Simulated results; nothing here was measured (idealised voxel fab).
Process module name: voxel self aligned vias
The cross-section on display is named cut; it measures 225 nm wide, and its cells are 5 nm squares.
When this document writes out a cross-section, it uses a grid of square cells and lists it as bands, beginning at the top and moving down, with a band standing for one or more rows of cells.
For a band, the entry starts with two heights in nm, that of the top and then that of the bottom, and carries on with the band's materials in order from left to right, each alongside its width in nm; the word "edge to edge" beside a single material means it fills the band edge to edge, and "blank" means empty space.
A quick word on heights: they are counted from 0, and under that level the wafer as it came to us is one material throughout. The lowest band is different from the rest in having no bottom; it simply continues downward, written as in "0 and below".
So if you see something like "30..40" for the width, read it as the top row of the band sitting at the first number and the bottom row at the second, with every row in between moving by the same amount as the last.
The designation "stayed the same", where it is given for a processing step, indicates that no cell of the cross-section was altered in the course of that step.
Empty spaces counting at least 8 cells and having no open way to the top are listed in "Unvented internal voids". The notation width x height at distance is used for each, the distance being from the left edge and all three values in nm.
It should be noted that, on the line of a given step, the content following the step's settings is a remark produced by the simulator itself with respect to that step.
The line of a step may include "overlay nm". On a step with a mask, this value is how far to the right of its planned place the mask lay. A negative value means the mask lay to the left.
So the way this works: pairs, before and after one process step. The after picture only goes down to the lowest band that actually changed, nothing below. Step and its settings are under each pair. And watch out, pairs might come from different runs of this module, same starting wafer though, so a pair only follows on from the one above if its "Pre-process" entry tells you so.
Pre-process
* 0 and below: Si edge to edge
* Unvented internal voids: none
Post-Step Geometry
* 15 down to 0: SiO2 edge to edge
* Everything below 0 is unchanged.
* Unvented internal voids: none
The before and after cross-sections above are linked by CONFORMAL_DEP, material SiO2, thk nm 15
Pre-process: The cross-section prior to this step is the one presented after the step of the pair immediately above.
Post-Step Geometry
* 20 down to 15: SiCN edge to edge
* Everything below 15 is unchanged.
* Unvented internal voids: none
The before and after cross-sections above are linked by CONFORMAL_DEP, material SiCN, thk nm 5
Pre-process: The cross-section prior to this step is the one presented after the step of the pair immediately above.
Post-Step Geometry
* 40 down to 20: lowk edge to edge
* Everything below 20 is unchanged.
* Unvented internal voids: none
The before and after cross-sections above are linked by DIRECTIONAL_DEP, material lowk, thk nm 20
Pre-process: The cross-section prior to this step is the one presented after the step of the pair immediately above.
Post-Step Geometry
* 55 down to 40: resist=35 / blank=20 / resist=45 / blank=20 / resist=45 / blank=20 / resist=40
* Everything below 40 is unchanged.
* Unvented internal voids: none
The before and after cross-sections above are linked by PATTERN, tone open, mask id LINES, material resist, width nm 20, pitch nm 65, thk nm 15, overlay nm 0
Pre-process: The cross-section prior to this step is the one presented after the step of the pair immediately above.
Post-Step Geometry
* 55 down to 40: resist=35 / blank=20 / resist=45 / blank=20 / resist=45 / blank=20 / resist=40
* 40 down to 20: lowk=35 / blank=20 / lowk=45 / blank=20 / lowk=45 / blank=20 / lowk=40
* Everything below 20 is unchanged.
* Unvented internal voids: none
The before and after cross-sections above are linked by DIRECTIONAL_ETCH, etch materials lowk, depth nm 20
Pre-process: The cross-section prior to this step is the one presented after the step of the pair immediately above.
Post-Step Geometry
* 40 down to 20: lowk=35 / blank=20 / lowk=45 / blank=20 / lowk=45 / blank=20 / lowk=40
* Everything below 20 is unchanged.
* Unvented internal voids: none
The before and after cross-sections above are linked by STRIP, etch materials resist
Pre-process: The cross-section prior to this step is the one presented after the step of the pair immediately above.
Post-Step Geometry
* 45 down to 40: TiN=40 / blank=10 / TiN=55 / blank=10 / TiN=55 / blank=10 / TiN=45
* 40 down to 25: lowk=35 / TiN=5 / blank=10 / TiN=5 / lowk=45 / TiN=5 / blank=10 / TiN=5 / lowk=45 / TiN=5 / blank=10 / TiN=5 / lowk=40
* 25 down to 20: lowk=35 / TiN=20 / lowk=45 / TiN=20 / lowk=45 / TiN=20 / lowk=40
* Everything below 20 is unchanged.
* Unvented internal voids: none
The before and after cross-sections above are linked by CONFORMAL_DEP, material TiN, thk nm 5
Pre-process: The cross-section prior to this step is the one presented after the step of the pair immediately above.
Post-Step Geometry
* 50 down to 45: Ru edge to edge
* 45 down to 40: TiN=40 / Ru=10 / TiN=55 / Ru=10 / TiN=55 / Ru=10 / TiN=45
* 40 down to 25: lowk=35 / TiN=5 / Ru=10 / TiN=5 / lowk=45 / TiN=5 / Ru=10 / TiN=5 / lowk=45 / TiN=5 / Ru=10 / TiN=5 / lowk=40
* Everything below 25 is unchanged.
* Unvented internal voids: none
The before and after cross-sections above are linked by FILL_DEP, material Ru, thk nm 5
Pre-process: The cross-section prior to this step is the one presented after the step of the pair immediately above.
Post-Step Geometry
* 40 down to 25: lowk=35 / TiN=5 / Ru=10 / TiN=5 / lowk=45 / TiN=5 / Ru=10 / TiN=5 / lowk=45 / TiN=5 / Ru=10 / TiN=5 / lowk=40
* Everything below 25 is unchanged.
* Unvented internal voids: none
The before and after cross-sections above are linked by CMP, height nm 40
Pre-process: The cross-section prior to this step is the one presented after the step of the pair immediately above.
Post-Step Geometry
* 40 down to 35: lowk=35 / blank=20 / lowk=45 / blank=20 / lowk=45 / blank=20 / lowk=40
* Everything below 35 is unchanged.
* Unvented internal voids: none
The before and after cross-sections above are linked by SELECTIVE_ETCH, etch materials W Ru TiN, depth nm 5
Pre-process: The cross-section prior to this step is the one presented after the step of the pair immediately above.
Post-Step Geometry
* 50 down to 40: SiN edge to edge
* 40 down to 35: lowk=35 / SiN=20 / lowk=45 / SiN=20 / lowk=45 / SiN=20 / lowk=40
* Everything below 35 is unchanged.
* Unvented internal voids: none
The before and after cross-sections above are linked by FILL_DEP, material SiN, thk nm 10
Pre-process: The cross-section prior to this step is the one presented after the step of the pair immediately above.
Post-Step Geometry
* 40 down to 35: lowk=35 / SiN=20 / lowk=45 / SiN=20 / lowk=45 / SiN=20 / lowk=40
* Everything below 35 is unchanged.
* Unvented internal voids: none
The before and after cross-sections above are linked by CMP, height nm 40
Pre-process: The cross-section prior to this step is the one presented after the step of the pair immediately above.
Post-Step Geometry
* 55 down to 40: lowk edge to edge
* Everything below 40 is unchanged.
* Unvented internal voids: none
The before and after cross-sections above are linked by DIRECTIONAL_DEP, material lowk, thk nm 15
Pre-process: The cross-section prior to this step is the one presented after the step of the pair immediately above.
Post-Step Geometry
* 70 down to 55: aC edge to edge
* Everything below 55 is unchanged.
* Unvented internal voids: none
The before and after cross-sections above are linked by DIRECTIONAL_DEP, material aC, thk nm 15
Pre-process: The cross-section prior to this step is the one presented after the step of the pair immediately above.
Post-Step Geometry
* 105 down to 70: resist=25 / blank=40 / resist=25 / blank=40 / resist=25 / blank=40 / resist=30
* Everything below 70 is unchanged.
* Unvented internal voids: none
The before and after cross-sections above are linked by PATTERN, tone open, mask id VIAS, material resist, width nm 40, pitch nm 65, thk nm 35, overlay nm 0
Pre-process: The cross-section prior to this step is the one presented after the step of the pair immediately above.
Post-Step Geometry
* 90 down to 70: resist=25 / blank=40 / resist=25 / blank=40 / resist=25 / blank=40 / resist=30
* 70 down to 55: aC=25 / blank=40 / aC=25 / blank=40 / aC=25 / blank=40 / aC=30
* Everything below 55 is unchanged.
* Unvented internal voids: none
The before and after cross-sections above are linked by DIRECTIONAL_ETCH, etch materials aC, depth nm 15
Pre-process: The cross-section prior to this step is the one presented after the step of the pair immediately above.
Post-Step Geometry
* 70 down to 55: aC=25 / blank=40 / aC=25 / blank=40 / aC=25 / blank=40 / aC=30
* Everything below 55 is unchanged.
* Unvented internal voids: none
The before and after cross-sections above are linked by STRIP, etch materials resist
Pre-process: The cross-section prior to this step is the one presented after the step of the pair immediately above.
Post-Step Geometry
* 70 down to 55: aC=25 / blank=40 / aC=25 / blank=40 / aC=25 / blank=40 / aC=30
* 55 down to 40: lowk=25 / blank=40 / lowk=25 / blank=40 / lowk=25 / blank=40 / lowk=30
* Everything below 40 is unchanged.
* Unvented internal voids: none
The before and after cross-sections above are linked by DIRECTIONAL_ETCH, etch materials lowk, depth nm 15
Pre-process: The cross-section prior to this step is the one presented after the step of the pair immediately above.
Post-Step Geometry
* 70 down to 55: aC=25 / blank=40 / aC=25 / blank=40 / aC=25 / blank=40 / aC=30
* 55 down to 40: lowk=25 / blank=40 / lowk=25 / blank=40 / lowk=25 / blank=40 / lowk=30
* 40 down to 35: lowk=35 / blank=20 / lowk=45 / blank=20 / lowk=45 / blank=20 / lowk=40
* Everything below 35 is unchanged.
* Unvented internal voids: none
The before and after cross-sections above are linked by DIRECTIONAL_ETCH, etch materials SiN, depth nm 5
Pre-process: The cross-section prior to this step is the one presented after the step of the pair immediately above.
Post-Step Geometry
* 55 down to 40: lowk=25 / blank=40 / lowk=25 / blank=40 / lowk=25 / blank=40 / lowk=30
* Everything below 40 is unchanged.
* Unvented internal voids: none
The before and after cross-sections above are linked by STRIP, etch materials aC
Pre-process: The cross-section prior to this step is the one presented after the step of the pair immediately above.
Post-Step Geometry
* 60 down to 55: TiN=30 / blank=30 / TiN=35 / blank=30 / TiN=35 / blank=30 / TiN=35
* 55 down to 45: lowk=25 / TiN=5 / blank=30 / TiN=5 / lowk=25 / TiN=5 / blank=30 / TiN=5 / lowk=25 / TiN=5 / blank=30 / TiN=5 / lowk=30
* 45 down to 40: lowk=25 / TiN=15 / blank=10 / TiN=15 / lowk=25 / TiN=15 / blank=10 / TiN=15 / lowk=25 / TiN=15 / blank=10 / TiN=15 / lowk=30
* 40 down to 35: lowk=35 / TiN=20 / lowk=45 / TiN=20 / lowk=45 / TiN=20 / lowk=40
* Everything below 35 is unchanged.
* Unvented internal voids: none
The before and after cross-sections above are linked by CONFORMAL_DEP, material TiN, thk nm 5
Pre-process: The cross-section prior to this step is the one presented after the step of the pair immediately above.
Post-Step Geometry
* 65 down to 60: W edge to edge
* 60 down to 55: TiN=30 / W=30 / TiN=35 / W=30 / TiN=35 / W=30 / TiN=35
* 55 down to 45: lowk=25 / TiN=5 / W=30 / TiN=5 / lowk=25 / TiN=5 / W=30 / TiN=5 / lowk=25 / TiN=5 / W=30 / TiN=5 / lowk=30
* 45 down to 40: lowk=25 / TiN=15 / W=10 / TiN=15 / lowk=25 / TiN=15 / W=10 / TiN=15 / lowk=25 / TiN=15 / W=10 / TiN=15 / lowk=30
* Everything below 40 is unchanged.
* Unvented internal voids: none
The before and after cross-sections above are linked by FILL_DEP, material W, thk nm 5
Pre-process: The cross-section prior to this step is the one presented after the step of the pair immediately above.
Post-Step Geometry
* 55 down to 45: lowk=25 / TiN=5 / W=30 / TiN=5 / lowk=25 / TiN=5 / W=30 / TiN=5 / lowk=25 / TiN=5 / W=30 / TiN=5 / lowk=30
* Everything below 45 is unchanged.
* Unvented internal voids: none
The before and after cross-sections above are linked by CMP, height nm 55
Pre-process: The cross-section prior to this step is the one presented after the step of the pair immediately above.
Post-Step Geometry
* 60 down to 55: SiCN edge to edge
* Everything below 55 is unchanged.
* Unvented internal voids: none
The before and after cross-sections above are linked by CONFORMAL_DEP, material SiCN, thk nm 5
Pre-process
* 15 down to 0: SiO2 edge to edge
* 0 and below: Si edge to edge
* Unvented internal voids: none
Post-Step Geometry
* 35 down to 15: lowk edge to edge
* Everything below 15 is unchanged.
* Unvented internal voids: none
The before and after cross-sections above are linked by DIRECTIONAL_DEP, material lowk, thk nm 20
Pre-process: The cross-section prior to this step is the one presented after the step of the pair immediately above.
Post-Step Geometry
* 50 down to 35: resist=35 / blank=20 / resist=45 / blank=20 / resist=45 / blank=20 / resist=40
* Everything below 35 is unchanged.
* Unvented internal voids: none
The before and after cross-sections above are linked by PATTERN, tone open, mask id LINES, material resist, width nm 20, pitch nm 65, thk nm 15, overlay nm 0
Pre-process: The cross-section prior to this step is the one presented after the step of the pair immediately above.
Post-Step Geometry
* 50 down to 35: resist=35 / blank=20 / resist=45 / blank=20 / resist=45 / blank=20 / resist=40
* 35 down to 15: lowk=35 / blank=20 / lowk=45 / blank=20 / lowk=45 / blank=20 / lowk=40
* Everything below 15 is unchanged.
* Unvented internal voids: none
The before and after cross-sections above are linked by DIRECTIONAL_ETCH, etch materials lowk, depth nm 20
Pre-process: The cross-section prior to this step is the one presented after the step of the pair immediately above.
Post-Step Geometry
* 35 down to 15: lowk=35 / blank=20 / lowk=45 / blank=20 / lowk=45 / blank=20 / lowk=40
* Everything below 15 is unchanged.
* Unvented internal voids: none
The before and after cross-sections above are linked by STRIP, etch materials resist
Pre-process: The cross-section prior to this step is the one presented after the step of the pair immediately above.
Post-Step Geometry
* 40 down to 35: TiN=40 / blank=10 / TiN=55 / blank=10 / TiN=55 / blank=10 / TiN=45
* 35 down to 20: lowk=35 / TiN=5 / blank=10 / TiN=5 / lowk=45 / TiN=5 / blank=10 / TiN=5 / lowk=45 / TiN=5 / blank=10 / TiN=5 / lowk=40
* 20 down to 15: lowk=35 / TiN=20 / lowk=45 / TiN=20 / lowk=45 / TiN=20 / lowk=40
* Everything below 15 is unchanged.
* Unvented internal voids: none
The before and after cross-sections above are linked by CONFORMAL_DEP, material TiN, thk nm 5
Pre-process: The cross-section prior to this step is the one presented after the step of the pair immediately above.
Post-Step Geometry
* 45 down to 40: Ru edge to edge
* 40 down to 35: TiN=40 / Ru=10 / TiN=55 / Ru=10 / TiN=55 / Ru=10 / TiN=45
* 35 down to 20: lowk=35 / TiN=5 / Ru=10 / TiN=5 / lowk=45 / TiN=5 / Ru=10 / TiN=5 / lowk=45 / TiN=5 / Ru=10 / TiN=5 / lowk=40
* Everything below 20 is unchanged.
* Unvented internal voids: none
The before and after cross-sections above are linked by FILL_DEP, material Ru, thk nm 5
Pre-process: The cross-section prior to this step is the one presented after the step of the pair immediately above.
Post-Step Geometry
* 40 down to 35: TiN=40 / Ru=10 / TiN=55 / Ru=10 / TiN=55 / Ru=10 / TiN=45
* Everything below 35 is unchanged.
* Unvented internal voids: none
The before and after cross-sections above are linked by CMP, height nm 40
Pre-process: The cross-section prior to this step is the one presented after the step of the pair immediately above.
Post-Step Geometry
* 35 down to 20: lowk=35 / TiN=5 / Ru=10 / TiN=5 / lowk=45 / TiN=5 / Ru=10 / TiN=5 / lowk=45 / TiN=5 / Ru=10 / TiN=5 / lowk=40
* Everything below 20 is unchanged.
* Unvented internal voids: none
The before and after cross-sections above are linked by SELECTIVE_ETCH, etch materials W Ru TiN, depth nm 5
Pre-process: The cross-section prior to this step is the one presented after the step of the pair immediately above.
Post-Step Geometry
* 45 down to 35: SiN edge to edge
* Everything below 35 is unchanged.
* Unvented internal voids: none
The before and after cross-sections above are linked by FILL_DEP, material SiN, thk nm 10
Pre-process: The cross-section prior to this step is the one presented after the step of the pair immediately above.
Post-Step Geometry
* 40 down to 35: SiN edge to edge
* Everything below 35 is unchanged.
* Unvented internal voids: none
The before and after cross-sections above are linked by CMP, height nm 40
Pre-process: The cross-section prior to this step is the one presented after the step of the pair immediately above.
Post-Step Geometry
* 55 down to 40: lowk edge to edge
* Everything below 40 is unchanged.
* Unvented internal voids: none
The before and after cross-sections above are linked by DIRECTIONAL_DEP, material lowk, thk nm 15
Pre-process: The cross-section prior to this step is the one presented after the step of the pair immediately above.
Post-Step Geometry
* 70 down to 55: aC edge to edge
* Everything below 55 is unchanged.
* Unvented internal voids: none
The before and after cross-sections above are linked by DIRECTIONAL_DEP, material aC, thk nm 15
Pre-process: The cross-section prior to this step is the one presented after the step of the pair immediately above.
Post-Step Geometry
* 105 down to 70: resist=25 / blank=40 / resist=25 / blank=40 / resist=25 / blank=40 / resist=30
* Everything below 70 is unchanged.
* Unvented internal voids: none
The before and after cross-sections above are linked by PATTERN, tone open, mask id VIAS, material resist, width nm 40, pitch nm 65, thk nm 35, overlay nm 0
Pre-process: The cross-section prior to this step is the one presented after the step of the pair immediately above.
Post-Step Geometry
* 90 down to 70: resist=25 / blank=40 / resist=25 / blank=40 / resist=25 / blank=40 / resist=30
* 70 down to 55: aC=25 / blank=40 / aC=25 / blank=40 / aC=25 / blank=40 / aC=30
* Everything below 55 is unchanged.
* Unvented internal voids: none
The before and after cross-sections above are linked by DIRECTIONAL_ETCH, etch materials aC, depth nm 15
Pre-process: The cross-section prior to this step is the one presented after the step of the pair immediately above.
Post-Step Geometry
* 70 down to 55: aC=25 / blank=40 / aC=25 / blank=40 / aC=25 / blank=40 / aC=30
* Everything below 55 is unchanged.
* Unvented internal voids: none
The before and after cross-sections above are linked by STRIP, etch materials resist
Pre-process: The cross-section prior to this step is the one presented after the step of the pair immediately above.
Post-Step Geometry
* 70 down to 55: aC=25 / blank=40 / aC=25 / blank=40 / aC=25 / blank=40 / aC=30
* 55 down to 40: lowk=25 / blank=40 / lowk=25 / blank=40 / lowk=25 / blank=40 / lowk=30
* Everything below 40 is unchanged.
* Unvented internal voids: none
The before and after cross-sections above are linked by DIRECTIONAL_ETCH, etch materials lowk, depth nm 15
Pre-process: The cross-section prior to this step is the one presented after the step of the pair immediately above.
Post-Step Geometry
* 70 down to 55: aC=25 / blank=40 / aC=25 / blank=40 / aC=25 / blank=40 / aC=30
* 55 down to 40: lowk=25 / blank=40 / lowk=25 / blank=40 / lowk=25 / blank=40 / lowk=30
* 40 down to 35: SiN=25 / blank=40 / SiN=25 / blank=40 / SiN=25 / blank=40 / SiN=30
* Everything below 35 is unchanged.
* Unvented internal voids: none
The before and after cross-sections above are linked by DIRECTIONAL_ETCH, etch materials SiN, depth nm 5
Pre-process: The cross-section prior to this step is the one presented after the step of the pair immediately above.
Post-Step Geometry
* 55 down to 40: lowk=25 / blank=40 / lowk=25 / blank=40 / lowk=25 / blank=40 / lowk=30
* Everything below 40 is unchanged.
* Unvented internal voids: none
The before and after cross-sections above are linked by STRIP, etch materials aC
Pre-process: The cross-section prior to this step is the one presented after the step of the pair immediately above.
Post-Step Geometry
* 60 down to 55: TiN=30 / blank=30 / TiN=35 / blank=30 / TiN=35 / blank=30 / TiN=35
* 55 down to 40: lowk=25 / TiN=5 / blank=30 / TiN=5 / lowk=25 / TiN=5 / blank=30 / TiN=5 / lowk=25 / TiN=5 / blank=30 / TiN=5 / lowk=30
* 40 down to 35: SiN=25 / TiN=40 / SiN=25 / TiN=40 / SiN=25 / TiN=40 / SiN=30
* Everything below 35 is unchanged.
* Unvented internal voids: none
The before and after cross-sections above are linked by CONFORMAL_DEP, material TiN, thk nm 5
Pre-process: The cross-section prior to this step is the one presented after the step of the pair immediately above.
Post-Step Geometry
* 65 down to 60: W edge to edge
* 60 down to 55: TiN=30 / W=30 / TiN=35 / W=30 / TiN=35 / W=30 / TiN=35
* 55 down to 40: lowk=25 / TiN=5 / W=30 / TiN=5 / lowk=25 / TiN=5 / W=30 / TiN=5 / lowk=25 / TiN=5 / W=30 / TiN=5 / lowk=30
* Everything below 40 is unchanged.
* Unvented internal voids: none
The before and after cross-sections above are linked by FILL_DEP, material W, thk nm 5
Pre-process: The cross-section prior to this step is the one presented after the step of the pair immediately above.
Post-Step Geometry
* 55 down to 40: lowk=25 / TiN=5 / W=30 / TiN=5 / lowk=25 / TiN=5 / W=30 / TiN=5 / lowk=25 / TiN=5 / W=30 / TiN=5 / lowk=30
* Everything below 40 is unchanged.
* Unvented internal voids: none
The before and after cross-sections above are linked by CMP, height nm 55
Pre-process: The cross-section prior to this step is the one presented after the step of the pair immediately above.
Post-Step Geometry
* 60 down to 55: SiCN edge to edge
* Everything below 55 is unchanged.
* Unvented internal voids: none
The before and after cross-sections above are linked by CONFORMAL_DEP, material SiCN, thk nm 5
Pre-process
* 70 down to 55: aC=25 / blank=40 / aC=25 / blank=40 / aC=25 / blank=40 / aC=30
* 55 down to 40: lowk=25 / blank=40 / lowk=25 / blank=40 / lowk=25 / blank=40 / lowk=30
* 40 down to 35: lowk=35 / SiN=20 / lowk=45 / SiN=20 / lowk=45 / SiN=20 / lowk=40
* 35 down to 25: lowk=35 / TiN=5 / Ru=10 / TiN=5 / lowk=45 / TiN=5 / Ru=10 / TiN=5 / lowk=45 / TiN=5 / Ru=10 / TiN=5 / lowk=40
* 25 down to 20: lowk=35 / TiN=20 / lowk=45 / TiN=20 / lowk=45 / TiN=20 / lowk=40
* 20 down to 15: SiCN edge to edge
* 15 down to 0: SiO2 edge to edge
* 0 and below: Si edge to edge
* Unvented internal voids: none
Post-Step Geometry
* 70 down to 55: aC=25 / blank=40 / aC=25 / blank=40 / aC=25 / blank=40 / aC=30
* 55 down to 40: lowk=25 / blank=40 / lowk=25 / blank=40 / lowk=25 / blank=40 / lowk=30
* 40 down to 35: lowk=25 / blank=10 / SiN=20 / blank=10 / lowk=25 / blank=10 / SiN=20 / blank=10 / lowk=25 / blank=10 / SiN=20 / blank=10 / lowk=30
* 35 down to 25: lowk=25 / blank=10 / TiN=5 / Ru=10 / TiN=5 / blank=10 / lowk=25 / blank=10 / TiN=5 / Ru=10 / TiN=5 / blank=10 / lowk=25 / blank=10 / TiN=5 / Ru=10 / TiN=5 / blank=10 / lowk=30
* Everything below 25 is unchanged.
* Unvented internal voids: none
The before and after cross-sections above are linked by DIRECTIONAL_ETCH, etch materials lowk, depth nm 15
Pre-process: The cross-section prior to this step is the one presented after the step of the pair immediately above.
Post-Step Geometry
* 70 down to 55: aC=25 / blank=40 / aC=25 / blank=40 / aC=25 / blank=40 / aC=30
* 55 down to 35: lowk=25 / blank=40 / lowk=25 / blank=40 / lowk=25 / blank=40 / lowk=30
* Everything below 35 is unchanged.
* Unvented internal voids: none
The before and after cross-sections above are linked by DIRECTIONAL_ETCH, etch materials SiN, depth nm 5
Pre-process: The cross-section prior to this step is the one presented after the step of the pair immediately above.
Post-Step Geometry
* 55 down to 35: lowk=25 / blank=40 / lowk=25 / blank=40 / lowk=25 / blank=40 / lowk=30
* Everything below 35 is unchanged.
* Unvented internal voids: none
The before and after cross-sections above are linked by STRIP, etch materials aC
Pre-process: The cross-section prior to this step is the one presented after the step of the pair immediately above.
Post-Step Geometry
* 60 down to 55: TiN=30 / blank=30 / TiN=35 / blank=30 / TiN=35 / blank=30 / TiN=35
* 55 down to 40: lowk=25 / TiN=5 / blank=30 / TiN=5 / lowk=25 / TiN=5 / blank=30 / TiN=5 / lowk=25 / TiN=5 / blank=30 / TiN=5 / lowk=30
* 40 down to 35: lowk=25 / TiN=40 / lowk=25 / TiN=40 / lowk=25 / TiN=40 / lowk=30
* 35 down to 25: lowk=25 / TiN=15 / Ru=10 / TiN=15 / lowk=25 / TiN=15 / Ru=10 / TiN=15 / lowk=25 / TiN=15 / Ru=10 / TiN=15 / lowk=30
* Everything below 25 is unchanged.
* Unvented internal voids: none
The before and after cross-sections above are linked by CONFORMAL_DEP, material TiN, thk nm 5
Pre-process: The cross-section prior to this step is the one presented after the step of the pair immediately above.
Post-Step Geometry
* 65 down to 60: W edge to edge
* 60 down to 55: TiN=30 / W=30 / TiN=35 / W=30 / TiN=35 / W=30 / TiN=35
* 55 down to 40: lowk=25 / TiN=5 / W=30 / TiN=5 / lowk=25 / TiN=5 / W=30 / TiN=5 / lowk=25 / TiN=5 / W=30 / TiN=5 / lowk=30
* Everything below 40 is unchanged.
* Unvented internal voids: none
The before and after cross-sections above are linked by FILL_DEP, material W, thk nm 5
Pre-process: The cross-section prior to this step is the one presented after the step of the pair immediately above.
Post-Step Geometry
* 55 down to 40: lowk=25 / TiN=5 / W=30 / TiN=5 / lowk=25 / TiN=5 / W=30 / TiN=5 / lowk=25 / TiN=5 / W=30 / TiN=5 / lowk=30
* Everything below 40 is unchanged.
* Unvented internal voids: none
The before and after cross-sections above are linked by CMP, height nm 55
Pre-process: The cross-section prior to this step is the one presented after the step of the pair immediately above.
Post-Step Geometry
* 60 down to 55: SiCN edge to edge
* Everything below 55 is unchanged.
* Unvented internal voids: none
The before and after cross-sections above are linked by CONFORMAL_DEP, material SiCN, thk nm 5
Pre-process
* 0 and below: Si edge to edge
* Unvented internal voids: none
Post-Step Geometry
* 5 down to 0: SiCN edge to edge
* Everything below 0 is unchanged.
* Unvented internal voids: none
The before and after cross-sections above are linked by CONFORMAL_DEP, material SiCN, thk nm 5
Pre-process: The cross-section prior to this step is the one presented after the step of the pair immediately above.
Post-Step Geometry
* 20 down to 5: SiO2 edge to edge
* Everything below 5 is unchanged.
* Unvented internal voids: none
The before and after cross-sections above are linked by CONFORMAL_DEP, material SiO2, thk nm 15
Pre-process: The cross-section prior to this step is the one presented after the step of the pair immediately above.
Post-Step Geometry
* 40 down to 20: lowk edge to edge
* Everything below 20 is unchanged.
* Unvented internal voids: none
The before and after cross-sections above are linked by DIRECTIONAL_DEP, material lowk, thk nm 20
Pre-process: The cross-section prior to this step is the one presented after the step of the pair immediately above.
Post-Step Geometry
* 55 down to 40: resist=35 / blank=20 / resist=45 / blank=20 / resist=45 / blank=20 / resist=40
* Everything below 40 is unchanged.
* Unvented internal voids: none
The before and after cross-sections above are linked by PATTERN, tone open, mask id LINES, material resist, width nm 20, pitch nm 65, thk nm 15, overlay nm 0
Pre-process: The cross-section prior to this step is the one presented after the step of the pair immediately above.
Post-Step Geometry
* 55 down to 40: resist=35 / blank=20 / resist=45 / blank=20 / resist=45 / blank=20 / resist=40
* 40 down to 20: lowk=35 / blank=20 / lowk=45 / blank=20 / lowk=45 / blank=20 / lowk=40
* Everything below 20 is unchanged.
* Unvented internal voids: none
The before and after cross-sections above are linked by DIRECTIONAL_ETCH, etch materials lowk, depth nm 20
Pre-process: The cross-section prior to this step is the one presented after the step of the pair immediately above.
Post-Step Geometry
* 40 down to 20: lowk=35 / blank=20 / lowk=45 / blank=20 / lowk=45 / blank=20 / lowk=40
* Everything below 20 is unchanged.
* Unvented internal voids: none
The before and after cross-sections above are linked by STRIP, etch materials resist
Pre-process: The cross-section prior to this step is the one presented after the step of the pair immediately above.
Post-Step Geometry
* 45 down to 40: TiN=40 / blank=10 / TiN=55 / blank=10 / TiN=55 / blank=10 / TiN=45
* 40 down to 25: lowk=35 / TiN=5 / blank=10 / TiN=5 / lowk=45 / TiN=5 / blank=10 / TiN=5 / lowk=45 / TiN=5 / blank=10 / TiN=5 / lowk=40
* 25 down to 20: lowk=35 / TiN=20 / lowk=45 / TiN=20 / lowk=45 / TiN=20 / lowk=40
* Everything below 20 is unchanged.
* Unvented internal voids: none
The before and after cross-sections above are linked by CONFORMAL_DEP, material TiN, thk nm 5
Pre-process: The cross-section prior to this step is the one presented after the step of the pair immediately above.
Post-Step Geometry
* 50 down to 45: Ru edge to edge
* 45 down to 40: TiN=40 / Ru=10 / TiN=55 / Ru=10 / TiN=55 / Ru=10 / TiN=45
* 40 down to 25: lowk=35 / TiN=5 / Ru=10 / TiN=5 / lowk=45 / TiN=5 / Ru=10 / TiN=5 / lowk=45 / TiN=5 / Ru=10 / TiN=5 / lowk=40
* Everything below 25 is unchanged.
* Unvented internal voids: none
The before and after cross-sections above are linked by FILL_DEP, material Ru, thk nm 5
Pre-process: The cross-section prior to this step is the one presented after the step of the pair immediately above.
Post-Step Geometry
* 40 down to 25: lowk=35 / TiN=5 / Ru=10 / TiN=5 / lowk=45 / TiN=5 / Ru=10 / TiN=5 / lowk=45 / TiN=5 / Ru=10 / TiN=5 / lowk=40
* Everything below 25 is unchanged.
* Unvented internal voids: none
The before and after cross-sections above are linked by CMP, height nm 40
Pre-process: The cross-section prior to this step is the one presented after the step of the pair immediately above.
Post-Step Geometry
* 40 down to 35: lowk=35 / blank=20 / lowk=45 / blank=20 / lowk=45 / blank=20 / lowk=40
* Everything below 35 is unchanged.
* Unvented internal voids: none
The before and after cross-sections above are linked by SELECTIVE_ETCH, etch materials W Ru TiN, depth nm 5
Pre-process: The cross-section prior to this step is the one presented after the step of the pair immediately above.
Post-Step Geometry
* 50 down to 40: SiN edge to edge
* 40 down to 35: lowk=35 / SiN=20 / lowk=45 / SiN=20 / lowk=45 / SiN=20 / lowk=40
* Everything below 35 is unchanged.
* Unvented internal voids: none
The before and after cross-sections above are linked by FILL_DEP, material SiN, thk nm 10
Pre-process: The cross-section prior to this step is the one presented after the step of the pair immediately above.
Post-Step Geometry
* 40 down to 35: lowk=35 / SiN=20 / lowk=45 / SiN=20 / lowk=45 / SiN=20 / lowk=40
* Everything below 35 is unchanged.
* Unvented internal voids: none
The before and after cross-sections above are linked by CMP, height nm 40
Pre-process: The cross-section prior to this step is the one presented after the step of the pair immediately above.
Post-Step Geometry
* 55 down to 40: lowk edge to edge
* Everything below 40 is unchanged.
* Unvented internal voids: none
The before and after cross-sections above are linked by DIRECTIONAL_DEP, material lowk, thk nm 15
Pre-process: The cross-section prior to this step is the one presented after the step of the pair immediately above.
Post-Step Geometry
* 70 down to 55: aC edge to edge
* Everything below 55 is unchanged.
* Unvented internal voids: none
The before and after cross-sections above are linked by DIRECTIONAL_DEP, material aC, thk nm 15
Pre-process: The cross-section prior to this step is the one presented after the step of the pair immediately above.
Post-Step Geometry
* 105 down to 70: resist=25 / blank=40 / resist=25 / blank=40 / resist=25 / blank=40 / resist=30
* Everything below 70 is unchanged.
* Unvented internal voids: none
The before and after cross-sections above are linked by PATTERN, tone open, mask id VIAS, material resist, width nm 40, pitch nm 65, thk nm 35, overlay nm 0
Pre-process: The cross-section prior to this step is the one presented after the step of the pair immediately above.
Post-Step Geometry
* 90 down to 70: resist=25 / blank=40 / resist=25 / blank=40 / resist=25 / blank=40 / resist=30
* 70 down to 55: aC=25 / blank=40 / aC=25 / blank=40 / aC=25 / blank=40 / aC=30
* Everything below 55 is unchanged.
* Unvented internal voids: none
The before and after cross-sections above are linked by DIRECTIONAL_ETCH, etch materials aC, depth nm 15
Pre-process: The cross-section prior to this step is the one presented after the step of the pair immediately above.
Post-Step Geometry
* 70 down to 55: aC=25 / blank=40 / aC=25 / blank=40 / aC=25 / blank=40 / aC=30
* Everything below 55 is unchanged.
* Unvented internal voids: none
The before and after cross-sections above are linked by STRIP, etch materials resist
Pre-process: The cross-section prior to this step is the one presented after the step of the pair immediately above.
Post-Step Geometry
* 70 down to 55: aC=25 / blank=40 / aC=25 / blank=40 / aC=25 / blank=40 / aC=30
* 55 down to 40: lowk=25 / blank=40 / lowk=25 / blank=40 / lowk=25 / blank=40 / lowk=30
* Everything below 40 is unchanged.
* Unvented internal voids: none
The before and after cross-sections above are linked by DIRECTIONAL_ETCH, etch materials lowk, depth nm 15
